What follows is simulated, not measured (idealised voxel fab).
Process module in this document: voxel self aligned contacts
It is cross-section cut that appears here, measuring 170 nm in width, its square cells being 5 nm in size.
Cross-section, as written here: a square-cell grid given band by band from the top down, where a band holds one or more rows of cells. It is stipulated that each band's entry specify, in nanometres, the height of the top of the band and then that of its bottom, followed by the materials of the band in left-to-right sequence, each together with its width in nanometres. A single material marked by the word "full width" is understood to fill the band from edge to edge; the word "empty" is understood to denote empty space. Ref level 0: as-received wafer is one material below here. Bottom band extends down with no lower bound ("0 nm and below"). The notation "30 to 40" denotes a width that varies across the rows of cells in the band, beginning at the first number in the top row, finishing at the second number in the bottom row, and changing by an identical amount from each row to the next. Key: "no change occurred" - step with no changed cell in the cross-section. The entry titled "Closed internal voids" provides the empty spaces that have no open way to the top, restricted to those of 8 cells or more. Each is presented as width x height at distance, the distance being measured from the left edge, with all three in nm. Where a step's line continues beyond its settings, the continuation is a remark by the simulator itself on that step. overlay nm: mask offset rightward from planned place, masked step; negative means leftward offset.

These are the steps we planned for the process
1) RECEIVE | material Si
2) CONFORMAL_DEP | material SiO2 | thk nm 5
3) DIRECTIONAL_DEP | material polySi | thk nm 25
4) DIRECTIONAL_DEP | material SiN | thk nm 20
5) PATTERN | tone cover | mask id GATE | material resist | width nm 35 | pitch nm 70 | thk nm 15 | overlay nm -15
6) DIRECTIONAL_ETCH | etch materials SiN | depth nm 20
7) DIRECTIONAL_ETCH | etch materials polySi | depth nm 25
8) STRIP | etch materials resist
9) CONFORMAL_DEP | material SiN | thk nm 10
10) DIRECTIONAL_ETCH | etch materials SiN | depth nm 10
11) FILL_DEP | material SiO2 | thk nm 20
12) CMP | height nm 60
13) PATTERN | tone open | mask id CONTACT | material resist | width nm 55 | thk nm 15 | overlay nm 0
14) DIRECTIONAL_ETCH | etch materials SiO2 | depth nm 60
15) STRIP | etch materials resist
16) CONFORMAL_DEP | material TiN | thk nm 5
17) FILL_DEP | material Ru | thk nm 10
18) CMP | height nm 60
19) CONFORMAL_DEP | material SiCN | thk nm 5
It is noted that the wafers described herein are identical at the outset and are distinguished by the overlay nm of step 5; the value stated in the plan corresponds to the first wafer.

As received, i.e. after step 1: cross-section through the first of several wafers
* 0 nm and below = Si full width
* Closed internal voids: none

The table below has one row for each wafer; a row shows, as of the end of the module, how many cells of each material the wafer has gained, marked (+), or lost, marked (-), since it was received, and then the wafer's closed voids
overlay nm -15; +19 Ru; +34 SiCN; +128 SiN; +158 SiO2; +33 TiN; +70 polySi; Closed internal voids: none
overlay nm -10; +19 Ru; +34 SiCN; +128 SiN; +158 SiO2; +33 TiN; +70 polySi; Closed internal voids: none
overlay nm -5; +19 Ru; +34 SiCN; +128 SiN; +158 SiO2; +33 TiN; +70 polySi; Closed internal voids: none
overlay nm 0; +19 Ru; +34 SiCN; +128 SiN; +158 SiO2; +33 TiN; +70 polySi; Closed internal voids: none
overlay nm 5; +19 Ru; +34 SiCN; +128 SiN; +158 SiO2; +33 TiN; +70 polySi; Closed internal voids: none
overlay nm 10; +19 Ru; +34 SiCN; +128 SiN; +158 SiO2; +33 TiN; +70 polySi; Closed internal voids: none
overlay nm 15; +19 Ru; +34 SiCN; +128 SiN; +158 SiO2; +33 TiN; +70 polySi; Closed internal voids: none
